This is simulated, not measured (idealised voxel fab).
process module | voxel wiring stack
cross-section cut | 300 nm wide | cells 5 nm
A cross-section is a grid of square cells, given in bands from the top down. A band is one or more rows of cells.
Each band's line starts with the height of the band's top and of its bottom, in nm. Then come its materials from left to right, each with its width in nm. One material with "throughout" fills the band from edge to edge. "air" is empty space.
Height 0 is the level under which the wafer as received is all one material. The lowest band goes on downwards, as in "0 down".
A width such as "30 to 40" changes by the same amount from each row of cells to the next, from the band's top row to its bottom row.
"no change" after a step means that no cell of the cross-section changed.
closed voids: empty space of 8 cells or more with no open way to the top, each as width x height at its distance from the left edge, in nm
after a step's settings: what the simulator itself notes on the step
overlay nm, on a step with a mask: how far to the right of its planned place the mask lay; to the left if negative
plan
1 op RECEIVE | material Si
2 op CONFORMAL_DEP | material SiO2 | thk nm 15
3 op CONFORMAL_DEP | material SiN | thk nm 5
4 op DIRECTIONAL_DEP | material lowk | thk nm 25
5 op DIRECTIONAL_DEP | material aC | thk nm 10
6 op PATTERN | tone open | mask id METAL_1 | material resist | width nm 30 | pitch nm 55 | thk nm 30 | overlay nm 0
7 op DIRECTIONAL_ETCH | etch materials aC | depth nm 10
8 op STRIP | etch materials resist
9 op DIRECTIONAL_ETCH | etch materials lowk | depth nm 25
10 op DIRECTIONAL_ETCH | etch materials SiN | depth nm 5
11 op STRIP | etch materials aC
12 op CONFORMAL_DEP | material TiN | thk nm 5
13 op FILL_DEP | material Cu | thk nm 5
14 op CMP | height nm 45
15 op CONFORMAL_DEP | material SiCN | thk nm 5
16 op DIRECTIONAL_DEP | material lowk | thk nm 15
17 op MASKED_ETCH | tone open | mask id PLUG_1 | width nm 15 | pitch nm 55 | etch materials lowk | depth nm 15 | overlay nm 0
18 op MASKED_ETCH | tone open | mask id PLUG_1 | width nm 15 | pitch nm 55 | etch materials SiCN | depth nm 5 | overlay nm 0
19 op EPI | material Ru | thk nm 10
20 op EPI | material Ru | thk nm 10
21 op DIRECTIONAL_DEP | material TiN | thk nm 5
22 op DIRECTIONAL_DEP | material Ru | thk nm 15
23 op DIRECTIONAL_DEP | material aC | thk nm 15
24 op PATTERN | tone cover | mask id METAL_2 | material resist | width nm 30 | pitch nm 55 | thk nm 35 | overlay nm 0
25 op DIRECTIONAL_ETCH | etch materials aC | depth nm 15
26 op STRIP | etch materials resist
27 op DIRECTIONAL_ETCH | etch materials Ru | depth nm 15
28 op DIRECTIONAL_ETCH | etch materials TiN | depth nm 5
29 op STRIP | etch materials aC
30 op CONFORMAL_DEP | material SiCN | thk nm 5
31 op FILL_DEP | material SiO2 | thk nm 5
32 op CMP | height nm 85
33 op CONFORMAL_DEP | material SiCN | thk nm 5
34 op DIRECTIONAL_DEP | material SiO2 | thk nm 20
35 op PATTERN | tone open | mask id PLUG_2 | material resist | width nm 15 | pitch nm 55 | thk nm 15 | overlay nm 0
36 op DIRECTIONAL_ETCH | etch materials SiO2 | depth nm 20
37 op DIRECTIONAL_ETCH | etch materials SiCN | depth nm 5
38 op STRIP | etch materials resist
39 op CONFORMAL_DEP | material TiN | thk nm 5
40 op FILL_DEP | material Ru | thk nm 10
41 op CMP | height nm 110
42 op CONFORMAL_DEP | material SiCN | thk nm 5
43 op DIRECTIONAL_DEP | material lowk | thk nm 20
44 op PATTERN | tone open | mask id METAL_3 | material resist | width nm 30 | pitch nm 55 | thk nm 15 | overlay nm 0
45 op DIRECTIONAL_ETCH | etch materials lowk | depth nm 20
46 op DIRECTIONAL_ETCH | etch materials SiCN | depth nm 5
47 op STRIP | etch materials resist
48 op CONFORMAL_DEP | material TiN | thk nm 5
49 op FILL_DEP | material Ru | thk nm 5
50 op CMP | height nm 135
51 op CONFORMAL_DEP | material SiCN | thk nm 5
52 op DIRECTIONAL_DEP | material SiO2 | thk nm 20
53 op DIRECTIONAL_DEP | material aC | thk nm 10
54 op PATTERN | tone open | mask id PLUG_3 | material resist | width nm 15 | pitch nm 55 | thk nm 25 | overlay nm 0
55 op DIRECTIONAL_ETCH | etch materials aC | depth nm 10
56 op STRIP | etch materials resist
57 op DIRECTIONAL_ETCH | etch materials SiO2 | depth nm 20
58 op DIRECTIONAL_ETCH | etch materials SiCN | depth nm 5
59 op STRIP | etch materials aC
60 op CONFORMAL_DEP | material TiN | thk nm 5
61 op FILL_DEP | material W | thk nm 5
62 op CMP | height nm 160
63 op CONFORMAL_DEP | material SiCN | thk nm 5
64 op DIRECTIONAL_DEP | material SiO2 | thk nm 15
65 op MASKED_ETCH | tone open | mask id METAL_4 | width nm 30 | pitch nm 55 | etch materials SiO2 | depth nm 15 | overlay nm 0
66 op MASKED_ETCH | tone open | mask id METAL_4 | width nm 30 | pitch nm 55 | etch materials SiCN | depth nm 5 | overlay nm 0
67 op CONFORMAL_DEP | material TiN | thk nm 5
68 op FILL_DEP | material Ru | thk nm 5
69 op CMP | height nm 180
70 op EPI | material Ru | thk nm 5
71 op FILL_DEP | material SiCN | thk nm 5
first wafer, as planned
as received, after step 1
  0 down: Si throughout
  closed voids: none
after step 2
  15 to 0: SiO2 throughout
  below 0: unchanged
after step 3
  20 to 15: SiN throughout
  below 15: unchanged
after step 4
  45 to 20: lowk throughout
  below 20: unchanged
after step 5
  55 to 45: aC throughout
  below 45: unchanged
after step 6
  85 to 55: resist 80 | air 30 | resist 25 | air 30 | resist 25 | air 30 | resist 80
  below 55: unchanged
after step 7
  75 to 55: resist 80 | air 30 | resist 25 | air 30 | resist 25 | air 30 | resist 80
  55 to 45: aC 80 | air 30 | aC 25 | air 30 | aC 25 | air 30 | aC 80
  below 45: unchanged
after step 8
  55 to 45: aC 80 | air 30 | aC 25 | air 30 | aC 25 | air 30 | aC 80
  below 45: unchanged
after step 9
  55 to 45: aC 80 | air 30 | aC 25 | air 30 | aC 25 | air 30 | aC 80
  45 to 20: lowk 80 | air 30 | lowk 25 | air 30 | lowk 25 | air 30 | lowk 80
  below 20: unchanged
after step 10
  55 to 45: aC 80 | air 30 | aC 25 | air 30 | aC 25 | air 30 | aC 80
  45 to 20: lowk 80 | air 30 | lowk 25 | air 30 | lowk 25 | air 30 | lowk 80
  20 to 15: SiN 80 | air 30 | SiN 25 | air 30 | SiN 25 | air 30 | SiN 80
  below 15: unchanged
after step 11
  45 to 20: lowk 80 | air 30 | lowk 25 | air 30 | lowk 25 | air 30 | lowk 80
  below 20: unchanged
after step 12
  50 to 45: TiN 85 | air 20 | TiN 35 | air 20 | TiN 35 | air 20 | TiN 85
  45 to 20: lowk 80 | TiN 5 | air 20 | TiN 5 | lowk 25 | TiN 5 | air 20 | TiN 5 | lowk 25 | TiN 5 | air 20 | TiN 5 | lowk 80
  20 to 15: SiN 80 | TiN 30 | SiN 25 | TiN 30 | SiN 25 | TiN 30 | SiN 80
  below 15: unchanged
after step 13
  55 to 50: Cu throughout
  50 to 45: TiN 85 | Cu 20 | TiN 35 | Cu 20 | TiN 35 | Cu 20 | TiN 85
  45 to 20: lowk 80 | TiN 5 | Cu 20 | TiN 5 | lowk 25 | TiN 5 | Cu 20 | TiN 5 | lowk 25 | TiN 5 | Cu 20 | TiN 5 | lowk 80
  below 20: unchanged
after step 14
  45 to 20: lowk 80 | TiN 5 | Cu 20 | TiN 5 | lowk 25 | TiN 5 | Cu 20 | TiN 5 | lowk 25 | TiN 5 | Cu 20 | TiN 5 | lowk 80
  below 20: unchanged
after step 15
  50 to 45: SiCN throughout
  below 45: unchanged
after step 16
  65 to 50: lowk throughout
  below 50: unchanged
after step 17
  65 to 50: lowk 80 | air 15 | lowk 40 | air 15 | lowk 40 | air 15 | lowk 95
  below 50: unchanged
after step 18
  65 to 50: lowk 80 | air 15 | lowk 40 | air 15 | lowk 40 | air 15 | lowk 95
  50 to 45: SiCN 80 | air 15 | SiCN 40 | air 15 | SiCN 40 | air 15 | SiCN 95
  below 45: unchanged
after step 19
  65 to 55: lowk 80 | air 15 | lowk 40 | air 15 | lowk 40 | air 15 | lowk 95
  55 to 50: lowk 80 | Ru 15 | lowk 40 | Ru 15 | lowk 40 | Ru 15 | lowk 95
  50 to 45: SiCN 80 | Ru 15 | SiCN 40 | Ru 15 | SiCN 40 | Ru 15 | SiCN 95
  below 45: unchanged
after step 20
  65 to 50: lowk 80 | Ru 15 | lowk 40 | Ru 15 | lowk 40 | Ru 15 | lowk 95
  below 50: unchanged
after step 21
  70 to 65: TiN throughout
  below 65: unchanged
after step 22
  85 to 70: Ru throughout
  below 70: unchanged
after step 23
  100 to 85: aC throughout
  below 85: unchanged
after step 24
  135 to 100: air 80 | resist 30 | air 25 | resist 30 | air 25 | resist 30 | air 80
  below 100: unchanged
after step 25
  120 to 100: air 80 | resist 30 | air 25 | resist 30 | air 25 | resist 30 | air 80
  100 to 85: air 80 | aC 30 | air 25 | aC 30 | air 25 | aC 30 | air 80
  below 85: unchanged
after step 26
  100 to 85: air 80 | aC 30 | air 25 | aC 30 | air 25 | aC 30 | air 80
  below 85: unchanged
after step 27
  100 to 85: air 80 | aC 30 | air 25 | aC 30 | air 25 | aC 30 | air 80
  85 to 70: air 80 | Ru 30 | air 25 | Ru 30 | air 25 | Ru 30 | air 80
  below 70: unchanged
after step 28
  100 to 85: air 80 | aC 30 | air 25 | aC 30 | air 25 | aC 30 | air 80
  85 to 70: air 80 | Ru 30 | air 25 | Ru 30 | air 25 | Ru 30 | air 80
  70 to 65: air 80 | TiN 30 | air 25 | TiN 30 | air 25 | TiN 30 | air 80
  below 65: unchanged
after step 29
  85 to 70: air 80 | Ru 30 | air 25 | Ru 30 | air 25 | Ru 30 | air 80
  below 70: unchanged
after step 30
  90 to 85: air 75 | SiCN 40 | air 15 | SiCN 40 | air 15 | SiCN 40 | air 75
  85 to 70: air 75 | SiCN 5 | Ru 30 | SiCN 5 | air 15 | SiCN 5 | Ru 30 | SiCN 5 | air 15 | SiCN 5 | Ru 30 | SiCN 5 | air 75
  70 to 65: SiCN 80 | TiN 30 | SiCN 25 | TiN 30 | SiCN 25 | TiN 30 | SiCN 80
  below 65: unchanged
after step 31
  95 to 90: SiO2 throughout
  90 to 85: SiO2 75 | SiCN 40 | SiO2 15 | SiCN 40 | SiO2 15 | SiCN 40 | SiO2 75
  85 to 70: SiO2 75 | SiCN 5 | Ru 30 | SiCN 5 | SiO2 15 | SiCN 5 | Ru 30 | SiCN 5 | SiO2 15 | SiCN 5 | Ru 30 | SiCN 5 | SiO2 75
  below 70: unchanged
after step 32
  85 to 70: SiO2 75 | SiCN 5 | Ru 30 | SiCN 5 | SiO2 15 | SiCN 5 | Ru 30 | SiCN 5 | SiO2 15 | SiCN 5 | Ru 30 | SiCN 5 | SiO2 75
  below 70: unchanged
after step 33
  90 to 85: SiCN throughout
  below 85: unchanged
after step 34
  110 to 90: SiO2 throughout
  below 90: unchanged
after step 35
  125 to 110: resist 80 | air 15 | resist 40 | air 15 | resist 40 | air 15 | resist 95
  below 110: unchanged
after step 36
  125 to 110: resist 80 | air 15 | resist 40 | air 15 | resist 40 | air 15 | resist 95
  110 to 90: SiO2 80 | air 15 | SiO2 40 | air 15 | SiO2 40 | air 15 | SiO2 95
  below 90: unchanged
after step 37
  125 to 110: resist 80 | air 15 | resist 40 | air 15 | resist 40 | air 15 | resist 95
  110 to 90: SiO2 80 | air 15 | SiO2 40 | air 15 | SiO2 40 | air 15 | SiO2 95
  90 to 85: SiCN 80 | air 15 | SiCN 40 | air 15 | SiCN 40 | air 15 | SiCN 95
  below 85: unchanged
after step 38
  110 to 90: SiO2 80 | air 15 | SiO2 40 | air 15 | SiO2 40 | air 15 | SiO2 95
  below 90: unchanged
after step 39
  115 to 110: TiN 85 | air 5 | TiN 50 | air 5 | TiN 50 | air 5 | TiN 100
  110 to 90: SiO2 80 | TiN 5 | air 5 | TiN 5 | SiO2 40 | TiN 5 | air 5 | TiN 5 | SiO2 40 | TiN 5 | air 5 | TiN 5 | SiO2 95
  90 to 85: SiCN 80 | TiN 15 | SiCN 40 | TiN 15 | SiCN 40 | TiN 15 | SiCN 95
  below 85: unchanged
after step 40
  125 to 115: Ru throughout
  115 to 110: TiN 85 | Ru 5 | TiN 50 | Ru 5 | TiN 50 | Ru 5 | TiN 100
  110 to 90: SiO2 80 | TiN 5 | Ru 5 | TiN 5 | SiO2 40 | TiN 5 | Ru 5 | TiN 5 | SiO2 40 | TiN 5 | Ru 5 | TiN 5 | SiO2 95
  below 90: unchanged
after step 41
  110 to 90: SiO2 80 | TiN 5 | Ru 5 | TiN 5 | SiO2 40 | TiN 5 | Ru 5 | TiN 5 | SiO2 40 | TiN 5 | Ru 5 | TiN 5 | SiO2 95
  below 90: unchanged
after step 42
  115 to 110: SiCN throughout
  below 110: unchanged
after step 43
  135 to 115: lowk throughout
  below 115: unchanged
after step 44
  150 to 135: resist 80 | air 30 | resist 25 | air 30 | resist 25 | air 30 | resist 80
  below 135: unchanged
after step 45
  150 to 135: resist 80 | air 30 | resist 25 | air 30 | resist 25 | air 30 | resist 80
  135 to 115: lowk 80 | air 30 | lowk 25 | air 30 | lowk 25 | air 30 | lowk 80
  below 115: unchanged
after step 46
  150 to 135: resist 80 | air 30 | resist 25 | air 30 | resist 25 | air 30 | resist 80
  135 to 115: lowk 80 | air 30 | lowk 25 | air 30 | lowk 25 | air 30 | lowk 80
  115 to 110: SiCN 80 | air 30 | SiCN 25 | air 30 | SiCN 25 | air 30 | SiCN 80
  below 110: unchanged
after step 47
  135 to 115: lowk 80 | air 30 | lowk 25 | air 30 | lowk 25 | air 30 | lowk 80
  below 115: unchanged
after step 48
  140 to 135: TiN 85 | air 20 | TiN 35 | air 20 | TiN 35 | air 20 | TiN 85
  135 to 115: lowk 80 | TiN 5 | air 20 | TiN 5 | lowk 25 | TiN 5 | air 20 | TiN 5 | lowk 25 | TiN 5 | air 20 | TiN 5 | lowk 80
  115 to 110: SiCN 80 | TiN 30 | SiCN 25 | TiN 30 | SiCN 25 | TiN 30 | SiCN 80
  below 110: unchanged
after step 49
  145 to 140: Ru throughout
  140 to 135: TiN 85 | Ru 20 | TiN 35 | Ru 20 | TiN 35 | Ru 20 | TiN 85
  135 to 115: lowk 80 | TiN 5 | Ru 20 | TiN 5 | lowk 25 | TiN 5 | Ru 20 | TiN 5 | lowk 25 | TiN 5 | Ru 20 | TiN 5 | lowk 80
  below 115: unchanged
after step 50
  135 to 115: lowk 80 | TiN 5 | Ru 20 | TiN 5 | lowk 25 | TiN 5 | Ru 20 | TiN 5 | lowk 25 | TiN 5 | Ru 20 | TiN 5 | lowk 80
  below 115: unchanged
after step 51
  140 to 135: SiCN throughout
  below 135: unchanged
after step 52
  160 to 140: SiO2 throughout
  below 140: unchanged
after step 53
  170 to 160: aC throughout
  below 160: unchanged
after step 54
  195 to 170: resist 80 | air 15 | resist 40 | air 15 | resist 40 | air 15 | resist 95
  below 170: unchanged
after step 55
  185 to 170: resist 80 | air 15 | resist 40 | air 15 | resist 40 | air 15 | resist 95
  170 to 160: aC 80 | air 15 | aC 40 | air 15 | aC 40 | air 15 | aC 95
  below 160: unchanged
after step 56
  170 to 160: aC 80 | air 15 | aC 40 | air 15 | aC 40 | air 15 | aC 95
  below 160: unchanged
after step 57
  170 to 160: aC 80 | air 15 | aC 40 | air 15 | aC 40 | air 15 | aC 95
  160 to 140: SiO2 80 | air 15 | SiO2 40 | air 15 | SiO2 40 | air 15 | SiO2 95
  below 140: unchanged
after step 58
  170 to 160: aC 80 | air 15 | aC 40 | air 15 | aC 40 | air 15 | aC 95
  160 to 140: SiO2 80 | air 15 | SiO2 40 | air 15 | SiO2 40 | air 15 | SiO2 95
  140 to 135: SiCN 80 | air 15 | SiCN 40 | air 15 | SiCN 40 | air 15 | SiCN 95
  below 135: unchanged
after step 59
  160 to 140: SiO2 80 | air 15 | SiO2 40 | air 15 | SiO2 40 | air 15 | SiO2 95
  below 140: unchanged
after step 60
  165 to 160: TiN 85 | air 5 | TiN 50 | air 5 | TiN 50 | air 5 | TiN 100
  160 to 140: SiO2 80 | TiN 5 | air 5 | TiN 5 | SiO2 40 | TiN 5 | air 5 | TiN 5 | SiO2 40 | TiN 5 | air 5 | TiN 5 | SiO2 95
  140 to 135: SiCN 80 | TiN 15 | SiCN 40 | TiN 15 | SiCN 40 | TiN 15 | SiCN 95
  below 135: unchanged
after step 61
  170 to 165: W throughout
  165 to 160: TiN 85 | W 5 | TiN 50 | W 5 | TiN 50 | W 5 | TiN 100
  160 to 140: SiO2 80 | TiN 5 | W 5 | TiN 5 | SiO2 40 | TiN 5 | W 5 | TiN 5 | SiO2 40 | TiN 5 | W 5 | TiN 5 | SiO2 95
  below 140: unchanged
after step 62
  160 to 140: SiO2 80 | TiN 5 | W 5 | TiN 5 | SiO2 40 | TiN 5 | W 5 | TiN 5 | SiO2 40 | TiN 5 | W 5 | TiN 5 | SiO2 95
  below 140: unchanged
after step 63
  165 to 160: SiCN throughout
  below 160: unchanged
after step 64
  180 to 165: SiO2 throughout
  below 165: unchanged
after step 65
  180 to 165: SiO2 80 | air 30 | SiO2 25 | air 30 | SiO2 25 | air 30 | SiO2 80
  below 165: unchanged
after step 66
  180 to 165: SiO2 80 | air 30 | SiO2 25 | air 30 | SiO2 25 | air 30 | SiO2 80
  165 to 160: SiCN 80 | air 30 | SiCN 25 | air 30 | SiCN 25 | air 30 | SiCN 80
  below 160: unchanged
after step 67
  185 to 180: TiN 85 | air 20 | TiN 35 | air 20 | TiN 35 | air 20 | TiN 85
  180 to 165: SiO2 80 | TiN 5 | air 20 | TiN 5 | SiO2 25 | TiN 5 | air 20 | TiN 5 | SiO2 25 | TiN 5 | air 20 | TiN 5 | SiO2 80
  165 to 160: SiCN 80 | TiN 30 | SiCN 25 | TiN 30 | SiCN 25 | TiN 30 | SiCN 80
  below 160: unchanged
after step 68
  190 to 185: Ru throughout
  185 to 180: TiN 85 | Ru 20 | TiN 35 | Ru 20 | TiN 35 | Ru 20 | TiN 85
  180 to 165: SiO2 80 | TiN 5 | Ru 20 | TiN 5 | SiO2 25 | TiN 5 | Ru 20 | TiN 5 | SiO2 25 | TiN 5 | Ru 20 | TiN 5 | SiO2 80
  below 165: unchanged
after step 69
  180 to 165: SiO2 80 | TiN 5 | Ru 20 | TiN 5 | SiO2 25 | TiN 5 | Ru 20 | TiN 5 | SiO2 25 | TiN 5 | Ru 20 | TiN 5 | SiO2 80
  below 165: unchanged
after step 70
  185 to 180: air 75 | Ru 40 | air 15 | Ru 40 | air 15 | Ru 40 | air 75
  below 180: unchanged
after step 71
  190 to 185: SiCN throughout
  185 to 180: SiCN 75 | Ru 40 | SiCN 15 | Ru 40 | SiCN 15 | Ru 40 | SiCN 75
  below 180: unchanged
second wafer: like start, like plan, one mistake. Through step 20 it matches the first wafer
when step 21 should have ended: no change
when step 22 should have ended
  80 to 65: Ru throughout
  below 65: unchanged
when step 23 should have ended
  95 to 80: aC throughout
  below 80: unchanged
when step 24 should have ended
  130 to 95: air 80 | resist 30 | air 25 | resist 30 | air 25 | resist 30 | air 80
  below 95: unchanged
when step 25 should have ended
  115 to 95: air 80 | resist 30 | air 25 | resist 30 | air 25 | resist 30 | air 80
  95 to 80: air 80 | aC 30 | air 25 | aC 30 | air 25 | aC 30 | air 80
  below 80: unchanged
when step 26 should have ended
  95 to 80: air 80 | aC 30 | air 25 | aC 30 | air 25 | aC 30 | air 80
  below 80: unchanged
when step 27 should have ended
  95 to 80: air 80 | aC 30 | air 25 | aC 30 | air 25 | aC 30 | air 80
  80 to 65: air 80 | Ru 30 | air 25 | Ru 30 | air 25 | Ru 30 | air 80
  below 65: unchanged
when step 28 should have ended: no change
when step 29 should have ended
  80 to 65: air 80 | Ru 30 | air 25 | Ru 30 | air 25 | Ru 30 | air 80
  below 65: unchanged
when step 30 should have ended
  85 to 80: air 75 | SiCN 40 | air 15 | SiCN 40 | air 15 | SiCN 40 | air 75
  80 to 70: air 75 | SiCN 5 | Ru 30 | SiCN 5 | air 15 | SiCN 5 | Ru 30 | SiCN 5 | air 15 | SiCN 5 | Ru 30 | SiCN 5 | air 75
  70 to 65: SiCN 80 | Ru 30 | SiCN 25 | Ru 30 | SiCN 25 | Ru 30 | SiCN 80
  below 65: unchanged
when step 31 should have ended
  90 to 85: SiO2 throughout
  85 to 80: SiO2 75 | SiCN 40 | SiO2 15 | SiCN 40 | SiO2 15 | SiCN 40 | SiO2 75
  80 to 70: SiO2 75 | SiCN 5 | Ru 30 | SiCN 5 | SiO2 15 | SiCN 5 | Ru 30 | SiCN 5 | SiO2 15 | SiCN 5 | Ru 30 | SiCN 5 | SiO2 75
  below 70: unchanged
when step 32 should have ended
  85 to 80: SiO2 75 | SiCN 40 | SiO2 15 | SiCN 40 | SiO2 15 | SiCN 40 | SiO2 75
  below 80: unchanged
when step 33 should have ended
  90 to 85: SiCN throughout
  below 85: unchanged
when step 34 should have ended
  110 to 90: SiO2 throughout
  below 90: unchanged
when step 35 should have ended
  125 to 110: resist 80 | air 15 | resist 40 | air 15 | resist 40 | air 15 | resist 95
  below 110: unchanged
when step 36 should have ended
  125 to 110: resist 80 | air 15 | resist 40 | air 15 | resist 40 | air 15 | resist 95
  110 to 90: SiO2 80 | air 15 | SiO2 40 | air 15 | SiO2 40 | air 15 | SiO2 95
  below 90: unchanged
when step 37 should have ended
  125 to 110: resist 80 | air 15 | resist 40 | air 15 | resist 40 | air 15 | resist 95
  110 to 90: SiO2 80 | air 15 | SiO2 40 | air 15 | SiO2 40 | air 15 | SiO2 95
  90 to 85: SiCN 80 | air 15 | SiCN 40 | air 15 | SiCN 40 | air 15 | SiCN 95
  below 85: unchanged
when step 38 should have ended
  110 to 90: SiO2 80 | air 15 | SiO2 40 | air 15 | SiO2 40 | air 15 | SiO2 95
  below 90: unchanged
when step 39 should have ended
  115 to 110: TiN 85 | air 5 | TiN 50 | air 5 | TiN 50 | air 5 | TiN 100
  110 to 90: SiO2 80 | TiN 5 | air 5 | TiN 5 | SiO2 40 | TiN 5 | air 5 | TiN 5 | SiO2 40 | TiN 5 | air 5 | TiN 5 | SiO2 95
  90 to 85: SiCN 80 | TiN 15 | SiCN 40 | TiN 15 | SiCN 40 | TiN 15 | SiCN 95
  below 85: unchanged
when step 40 should have ended
  125 to 115: Ru throughout
  115 to 110: TiN 85 | Ru 5 | TiN 50 | Ru 5 | TiN 50 | Ru 5 | TiN 100
  110 to 90: SiO2 80 | TiN 5 | Ru 5 | TiN 5 | SiO2 40 | TiN 5 | Ru 5 | TiN 5 | SiO2 40 | TiN 5 | Ru 5 | TiN 5 | SiO2 95
  below 90: unchanged
when step 41 should have ended
  110 to 90: SiO2 80 | TiN 5 | Ru 5 | TiN 5 | SiO2 40 | TiN 5 | Ru 5 | TiN 5 | SiO2 40 | TiN 5 | Ru 5 | TiN 5 | SiO2 95
  below 90: unchanged
when step 42 should have ended
  115 to 110: SiCN throughout
  below 110: unchanged
when step 43 should have ended
  135 to 115: lowk throughout
  below 115: unchanged
when step 44 should have ended
  150 to 135: resist 80 | air 30 | resist 25 | air 30 | resist 25 | air 30 | resist 80
  below 135: unchanged
when step 45 should have ended
  150 to 135: resist 80 | air 30 | resist 25 | air 30 | resist 25 | air 30 | resist 80
  135 to 115: lowk 80 | air 30 | lowk 25 | air 30 | lowk 25 | air 30 | lowk 80
  below 115: unchanged
when step 46 should have ended
  150 to 135: resist 80 | air 30 | resist 25 | air 30 | resist 25 | air 30 | resist 80
  135 to 115: lowk 80 | air 30 | lowk 25 | air 30 | lowk 25 | air 30 | lowk 80
  115 to 110: SiCN 80 | air 30 | SiCN 25 | air 30 | SiCN 25 | air 30 | SiCN 80
  below 110: unchanged
when step 47 should have ended
  135 to 115: lowk 80 | air 30 | lowk 25 | air 30 | lowk 25 | air 30 | lowk 80
  below 115: unchanged
when step 48 should have ended
  140 to 135: TiN 85 | air 20 | TiN 35 | air 20 | TiN 35 | air 20 | TiN 85
  135 to 115: lowk 80 | TiN 5 | air 20 | TiN 5 | lowk 25 | TiN 5 | air 20 | TiN 5 | lowk 25 | TiN 5 | air 20 | TiN 5 | lowk 80
  115 to 110: SiCN 80 | TiN 30 | SiCN 25 | TiN 30 | SiCN 25 | TiN 30 | SiCN 80
  below 110: unchanged
when step 49 should have ended
  145 to 140: Ru throughout
  140 to 135: TiN 85 | Ru 20 | TiN 35 | Ru 20 | TiN 35 | Ru 20 | TiN 85
  135 to 115: lowk 80 | TiN 5 | Ru 20 | TiN 5 | lowk 25 | TiN 5 | Ru 20 | TiN 5 | lowk 25 | TiN 5 | Ru 20 | TiN 5 | lowk 80
  below 115: unchanged
when step 50 should have ended
  135 to 115: lowk 80 | TiN 5 | Ru 20 | TiN 5 | lowk 25 | TiN 5 | Ru 20 | TiN 5 | lowk 25 | TiN 5 | Ru 20 | TiN 5 | lowk 80
  below 115: unchanged
when step 51 should have ended
  140 to 135: SiCN throughout
  below 135: unchanged
when step 52 should have ended
  160 to 140: SiO2 throughout
  below 140: unchanged
when step 53 should have ended
  170 to 160: aC throughout
  below 160: unchanged
when step 54 should have ended
  195 to 170: resist 80 | air 15 | resist 40 | air 15 | resist 40 | air 15 | resist 95
  below 170: unchanged
when step 55 should have ended
  185 to 170: resist 80 | air 15 | resist 40 | air 15 | resist 40 | air 15 | resist 95
  170 to 160: aC 80 | air 15 | aC 40 | air 15 | aC 40 | air 15 | aC 95
  below 160: unchanged
when step 56 should have ended
  170 to 160: aC 80 | air 15 | aC 40 | air 15 | aC 40 | air 15 | aC 95
  below 160: unchanged
when step 57 should have ended
  170 to 160: aC 80 | air 15 | aC 40 | air 15 | aC 40 | air 15 | aC 95
  160 to 140: SiO2 80 | air 15 | SiO2 40 | air 15 | SiO2 40 | air 15 | SiO2 95
  below 140: unchanged
when step 58 should have ended
  170 to 160: aC 80 | air 15 | aC 40 | air 15 | aC 40 | air 15 | aC 95
  160 to 140: SiO2 80 | air 15 | SiO2 40 | air 15 | SiO2 40 | air 15 | SiO2 95
  140 to 135: SiCN 80 | air 15 | SiCN 40 | air 15 | SiCN 40 | air 15 | SiCN 95
  below 135: unchanged
when step 59 should have ended
  160 to 140: SiO2 80 | air 15 | SiO2 40 | air 15 | SiO2 40 | air 15 | SiO2 95
  below 140: unchanged
when step 60 should have ended
  165 to 160: TiN 85 | air 5 | TiN 50 | air 5 | TiN 50 | air 5 | TiN 100
  160 to 140: SiO2 80 | TiN 5 | air 5 | TiN 5 | SiO2 40 | TiN 5 | air 5 | TiN 5 | SiO2 40 | TiN 5 | air 5 | TiN 5 | SiO2 95
  140 to 135: SiCN 80 | TiN 15 | SiCN 40 | TiN 15 | SiCN 40 | TiN 15 | SiCN 95
  below 135: unchanged
when step 61 should have ended
  170 to 165: W throughout
  165 to 160: TiN 85 | W 5 | TiN 50 | W 5 | TiN 50 | W 5 | TiN 100
  160 to 140: SiO2 80 | TiN 5 | W 5 | TiN 5 | SiO2 40 | TiN 5 | W 5 | TiN 5 | SiO2 40 | TiN 5 | W 5 | TiN 5 | SiO2 95
  below 140: unchanged
when step 62 should have ended
  160 to 140: SiO2 80 | TiN 5 | W 5 | TiN 5 | SiO2 40 | TiN 5 | W 5 | TiN 5 | SiO2 40 | TiN 5 | W 5 | TiN 5 | SiO2 95
  below 140: unchanged
when step 63 should have ended
  165 to 160: SiCN throughout
  below 160: unchanged
when step 64 should have ended
  180 to 165: SiO2 throughout
  below 165: unchanged
when step 65 should have ended
  180 to 165: SiO2 80 | air 30 | SiO2 25 | air 30 | SiO2 25 | air 30 | SiO2 80
  below 165: unchanged
when step 66 should have ended
  180 to 165: SiO2 80 | air 30 | SiO2 25 | air 30 | SiO2 25 | air 30 | SiO2 80
  165 to 160: SiCN 80 | air 30 | SiCN 25 | air 30 | SiCN 25 | air 30 | SiCN 80
  below 160: unchanged
when step 67 should have ended
  185 to 180: TiN 85 | air 20 | TiN 35 | air 20 | TiN 35 | air 20 | TiN 85
  180 to 165: SiO2 80 | TiN 5 | air 20 | TiN 5 | SiO2 25 | TiN 5 | air 20 | TiN 5 | SiO2 25 | TiN 5 | air 20 | TiN 5 | SiO2 80
  165 to 160: SiCN 80 | TiN 30 | SiCN 25 | TiN 30 | SiCN 25 | TiN 30 | SiCN 80
  below 160: unchanged
when step 68 should have ended
  190 to 185: Ru throughout
  185 to 180: TiN 85 | Ru 20 | TiN 35 | Ru 20 | TiN 35 | Ru 20 | TiN 85
  180 to 165: SiO2 80 | TiN 5 | Ru 20 | TiN 5 | SiO2 25 | TiN 5 | Ru 20 | TiN 5 | SiO2 25 | TiN 5 | Ru 20 | TiN 5 | SiO2 80
  below 165: unchanged
when step 69 should have ended
  180 to 165: SiO2 80 | TiN 5 | Ru 20 | TiN 5 | SiO2 25 | TiN 5 | Ru 20 | TiN 5 | SiO2 25 | TiN 5 | Ru 20 | TiN 5 | SiO2 80
  below 165: unchanged
when step 70 should have ended
  185 to 180: air 75 | Ru 40 | air 15 | Ru 40 | air 15 | Ru 40 | air 75
  below 180: unchanged
when step 71 should have ended
  190 to 185: SiCN throughout
  185 to 180: SiCN 75 | Ru 40 | SiCN 15 | Ru 40 | SiCN 15 | Ru 40 | SiCN 75
  below 180: unchanged
what went wrong: step 21 was left out
at the end the second wafer has, in cells: 18 more of SiCN | 18 fewer of TiN
